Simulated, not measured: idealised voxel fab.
Herein follows the process module entitled voxel capacitor over wiring.
In the cross-section labelled cut, the width is 170 nm and each square cell is 5 nm.
We lay out every cross-section as a grid of square cells and spell it out in bands from the top down, where one band means one or more rows of cells.
Within each band entry, the heights of the top and of the bottom of the band appear first, in that order and in nm; the materials of the band then follow from left to right, each with its corresponding width in nm. The designation "edge to edge" on a single material indicates that it fills the band from edge to edge; the designation "air" indicates empty space.
Below 0: as-received wafer, all one material; heights counted from there. Lowest band: no bottom, goes on down, written "0 down".
Read "30..40" as a graded width: first number on top, second number at the bottom, same change between each pair of neighbouring rows.
Step note "identical to before" = no cross-section cell changed.
"Closed internal cavities" means: voids of 8 cells or more that are shut off from the top with no open way through. Written width x height at distance, distance from the left edge, in nm.
That trailing text on a step's line, after the settings, is the simulator's own remark on the step.
The optional step-line setting "overlay nm" applies to steps with a mask and quantifies how far to the right of its planned location the mask lay, a negative value indicating leftward placement.

Process steps (planned)
| 1 | RECEIVE,material Si |
| 2 | CONFORMAL_DEP,material SiO2,thk nm 10 |
| 3 | CONFORMAL_DEP,material SiN,thk nm 5 |
| 4 | DIRECTIONAL_DEP,material SiO2,thk nm 15 |
| 5 | PATTERN,tone open,mask id METAL_1,material resist,width nm 30,pitch nm 95,thk nm 15,overlay nm 0 |
| 6 | DIRECTIONAL_ETCH,etch materials SiO2,depth nm 15 |
| 7 | DIRECTIONAL_ETCH,etch materials SiN,depth nm 5 |
| 8 | STRIP,etch materials resist |
| 9 | CONFORMAL_DEP,material TiN,thk nm 5 |
| 10 | FILL_DEP,material Cu,thk nm 5 |
| 11 | CMP,height nm 30 |
| 12 | CONFORMAL_DEP,material SiCN,thk nm 5 |
| 13 | DIRECTIONAL_DEP,material SiO2,thk nm 10 |
| 14 | DIRECTIONAL_DEP,material aC,thk nm 10 |
| 15 | PATTERN,tone open,mask id PLUG_1,material resist,width nm 15,thk nm 25,overlay nm 0 |
| 16 | DIRECTIONAL_ETCH,etch materials aC,depth nm 10 |
| 17 | STRIP,etch materials resist |
| 18 | DIRECTIONAL_ETCH,etch materials SiO2,depth nm 10 |
| 19 | DIRECTIONAL_ETCH,etch materials SiCN,depth nm 5 |
| 20 | STRIP,etch materials aC |
| 21 | CONFORMAL_DEP,material TiN,thk nm 5 |
| 22 | FILL_DEP,material Ru,thk nm 5 |
| 23 | CMP,height nm 45 |
| 24 | DIRECTIONAL_DEP,material TiN,thk nm 10 |
| 25 | DIRECTIONAL_DEP,material HfO2,thk nm 5 |
| 26 | DIRECTIONAL_DEP,material TiN,thk nm 10 |
| 27 | MASKED_ETCH,tone cover,mask id UPPER_PLATE,width nm 70,etch materials TiN,depth nm 10,overlay nm 0 |
| 28 | MASKED_ETCH,tone cover,mask id UPPER_PLATE,width nm 70,etch materials HfO2,depth nm 5,overlay nm 0 |
| 29 | DIRECTIONAL_DEP,material aC,thk nm 15 |
| 30 | PATTERN,tone cover,mask id LOWER_PLATE,material resist,width nm 80,thk nm 30,overlay nm 0 |
| 31 | DIRECTIONAL_ETCH,etch materials aC,depth nm 15 |
| 32 | STRIP,etch materials resist |
| 33 | DIRECTIONAL_ETCH,etch materials TiN,depth nm 10 |
| 34 | STRIP,etch materials aC |
| 35 | FILL_DEP,material SiO2,thk nm 15 |
| 36 | CMP,height nm 80 |
| 37 | PATTERN,tone open,mask id PLUG_2,material resist,width nm 15,thk nm 15,overlay nm 0 |
| 38 | DIRECTIONAL_ETCH,etch materials SiO2,depth nm 10 |
| 39 | STRIP,etch materials resist |
| 40 | CONFORMAL_DEP,material TiN,thk nm 5 |
| 41 | FILL_DEP,material Ru,thk nm 10 |
| 42 | CMP,height nm 80 |
| 43 | CONFORMAL_DEP,material SiCN,thk nm 5 |

Incoming wafer in cross-section (state: after step 1)
- 0 down: Si edge to edge
- Closed internal cavities: none

The plan above was carried out on the starting structure above with one mistake, and this cross-section shows the wafer at the end of the module
- 85 to 80: SiCN edge to edge
- 80 to 75: 45 of SiO2; 5 of TiN; 5 of Ru; 5 of TiN; 110 of SiO2
- 75 to 70: 45 of SiO2; 15 of TiN; 110 of SiO2
- 70 to 60: 35 of SiO2; 70 of TiN; 65 of SiO2
- 60 to 55: 35 of SiO2; 70 of HfO2; 65 of SiO2
- 55 to 45: SiO2 edge to edge
- 45 to 35: 35 of SiO2; 5 of TiN; 5 of Ru; 5 of TiN; 120 of SiO2
- 35 to 30: 35 of SiCN; 15 of TiN; 120 of SiCN
- 30 to 15: 20 of SiO2; 5 of TiN; 20 of Cu; 5 of TiN; 65 of SiO2; 5 of TiN; 20 of Cu; 5 of TiN; 25 of SiO2
- 15 to 10: 20 of SiN; 30 of TiN; 65 of SiN; 30 of TiN; 25 of SiN
- 10 to 0: SiO2 edge to edge
- 0 down: Si edge to edge
- Closed internal cavities: none
Processing error: step 24: run off-plan, actual operation and settings DIRECTIONAL_DEP,material SiO2,thk nm 10
